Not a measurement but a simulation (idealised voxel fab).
process module | voxel self aligned vias
cross-section cut | 260 nm wide | cells 5 nm
A cross-section is a grid of square cells, given in bands from the top down. A band is one or more rows of cells.
Each band's line starts with the height of the band's top and of its bottom, in nm. Then come its materials from left to right, each with its width in nm. One material with "throughout" fills the band from edge to edge. "air" is empty space.
Height 0 is the level under which the wafer as received is all one material. The lowest band goes on downwards, as in "0 down".
A width such as "30 to 40" changes by the same amount from each row of cells to the next, from the band's top row to its bottom row.
"no change" after a step means that no cell of the cross-section changed.
closed voids: empty space of 8 cells or more with no open way to the top, each as width x height at its distance from the left edge, in nm
after a step's settings: what the simulator itself notes on the step
overlay nm, on a step with a mask: how far to the right of its planned place the mask lay; to the left if negative
plan
1 op RECEIVE | material Si
2 op CONFORMAL_DEP | material SiO2 | thk nm 10
3 op CONFORMAL_DEP | material SiCN | thk nm 5
4 op DIRECTIONAL_DEP | material lowk | thk nm 30
5 op MASKED_ETCH | tone open | mask id LINES | width nm 25 | pitch nm 60 | etch materials lowk | depth nm 30 | overlay nm 0
6 op CONFORMAL_DEP | material TiN | thk nm 5
7 op FILL_DEP | material Ru | thk nm 10
8 op CMP | height nm 45
9 op SELECTIVE_ETCH | etch materials W Ru TiN | depth nm 5
10 op FILL_DEP | material SiN | thk nm 5
11 op CMP | height nm 45
12 op DIRECTIONAL_DEP | material lowk | thk nm 15
13 op PATTERN | tone open | mask id VIAS | material resist | width nm 35 | pitch nm 60 | thk nm 15 | overlay nm 0
14 op DIRECTIONAL_ETCH | etch materials lowk | depth nm 15
15 op DIRECTIONAL_ETCH | etch materials SiN | depth nm 5
16 op STRIP | etch materials resist
17 op CONFORMAL_DEP | material TiN | thk nm 5
18 op FILL_DEP | material Cu | thk nm 10
19 op CMP | height nm 60
20 op CONFORMAL_DEP | material SiCN | thk nm 5
as received, after step 1
  0 down: Si throughout
  closed voids: none
a wafer at the end: this start, this plan, one mistake
  65 to 60: SiCN throughout
  60 to 50: lowk 60 | TiN 5 | Cu 25 | TiN 5 | lowk 25 | TiN 5 | Cu 25 | TiN 5 | lowk 25 | TiN 5 | Cu 25 | TiN 5 | lowk 45
  50 to 45: lowk 60 | TiN 5 | Cu 10 | TiN 20 | lowk 25 | TiN 5 | Cu 10 | TiN 20 | lowk 25 | TiN 5 | Cu 10 | TiN 20 | lowk 45
  45 to 40: lowk 55 | SiN 5 | TiN 20 | lowk 35 | SiN 5 | TiN 20 | lowk 35 | SiN 5 | TiN 20 | lowk 60
  40 to 20: lowk 55 | TiN 5 | Ru 15 | TiN 5 | lowk 35 | TiN 5 | Ru 15 | TiN 5 | lowk 35 | TiN 5 | Ru 15 | TiN 5 | lowk 60
  20 to 15: lowk 55 | TiN 25 | lowk 35 | TiN 25 | lowk 35 | TiN 25 | lowk 60
  15 to 10: SiCN throughout
  10 to 0: SiO2 throughout
  0 down: Si throughout
  closed voids: none
what went wrong: step 13 ran as: op PATTERN | tone open | mask id VIAS | material resist | width nm 35 | pitch nm 60 | thk nm 15 | overlay nm 10
